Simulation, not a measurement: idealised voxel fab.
Process module, titled voxel fin reveal
Cross-sectional view cut (width: 270 nm; square cell size: 5 nm).
When this document writes out a cross-section, it uses a grid of square cells and lists it as bands, beginning at the top and moving down, with a band standing for one or more rows of cells. Within each band entry, the heights of the top and of the bottom of the band appear first, in that order and in nm; the materials of the band then follow from left to right, each with its corresponding width in nm. The designation "full width" on a single material indicates that it fills the band from edge to edge; the designation "blank" indicates empty space. Counting heights begins at 0, where everything beneath is, in the wafer as received, one material. The lowest band has no bottom; it goes on downwards, as "from 0 down" shows. Think of "30->40" as a width that walks from the first number to the second as you go down the band, top row to bottom row, taking equal-sized steps from row to row. "no alteration" (step): cross-section cells unchanged, all of them. Look at "Completely enclosed voids" for the closed voids: empty spaces with no open path to the top, sized 8 cells or up. Each is width x height at distance, distance from the left edge, all nm. Anything after a step's settings on that line? It's the simulator's own note about the step. overlay nm: where the mask lay relative to plan, measured to the right, on steps with a mask; negatives go left.
### The process steps that were planned are listed below
1: RECEIVE, material Si
2: CONFORMAL_DEP, material SiN, thk nm 5
3: PATTERN, tone cover, mask id FINS, material resist, width nm 15, pitch nm 45, thk nm 20, overlay nm 0
4: DIRECTIONAL_ETCH, etch materials SiN, depth nm 5
5: DIRECTIONAL_ETCH, etch materials Si, depth nm 30
6: STRIP, etch materials resist
7: FILL_DEP, material SiO2, thk nm 15
8: CMP, height nm -5
9: SELECTIVE_ETCH, etch materials SiO2, depth nm 15
10: STRIP, etch materials SiN
11: CONFORMAL_DEP, material HfO2, thk nm 5
Quick note for whoever runs this: the wafers start identical, but the height nm at step 8 isn't the same across them. The plan just shows what the first wafer had.
### Here's the first of the wafers in cross-section, just as we got it, i.e. after step 1
* from 0 down: Si full width
* Completely enclosed voids: none
### Module finished, last step 11 done: cross-section of the first of several wafers
* from 0 to -5: blank=75, HfO2=25, blank=20, HfO2=25, blank=20, HfO2=25, blank=80
* from -5 to -15: blank=75, HfO2=5, Si=15, HfO2=5, blank=20, HfO2=5, Si=15, HfO2=5, blank=20, HfO2=5, Si=15, HfO2=5, blank=80
* from -15 to -20: HfO2=80, Si=15, HfO2=30, Si=15, HfO2=30, Si=15, HfO2=85
* from -20 to -30: SiO2=80, Si=15, SiO2=30, Si=15, SiO2=30, Si=15, SiO2=85
* from -30 down: Si full width
* Completely enclosed voids: none
### Last-wafer cross-section at the end of the module
* from 10 to 5: HfO2=85, blank=5, HfO2=40, blank=5, HfO2=40, blank=5, HfO2=90
* from 5 to 0: SiO2=80, HfO2=15, SiO2=30, HfO2=15, SiO2=30, HfO2=15, SiO2=85
* from 0 to -30: SiO2=80, Si=15, SiO2=30, Si=15, SiO2=30, Si=15, SiO2=85
* from -30 down: Si full width
* Completely enclosed voids: none
### Per-wafer rows below. For each material: cells gained (+) or lost (-) since the wafer was received, as of end of module. Then: closed voids
height nm -5; +72 HfO2; -279 Si; +90 SiO2; Completely enclosed voids: none
height nm 0; +72 HfO2; -270 Si; +135 SiO2; Completely enclosed voids: none
height nm 5; +66 HfO2; -270 Si; +180 SiO2; Completely enclosed voids: none
height nm 10; +60 HfO2; -270 Si; +225 SiO2; Completely enclosed voids: none
height nm 15; +54 HfO2; -270 Si; +270 SiO2; Completely enclosed voids: none
height nm 20; +60 HfO2; -270 Si; +315 SiO2; Completely enclosed voids: none
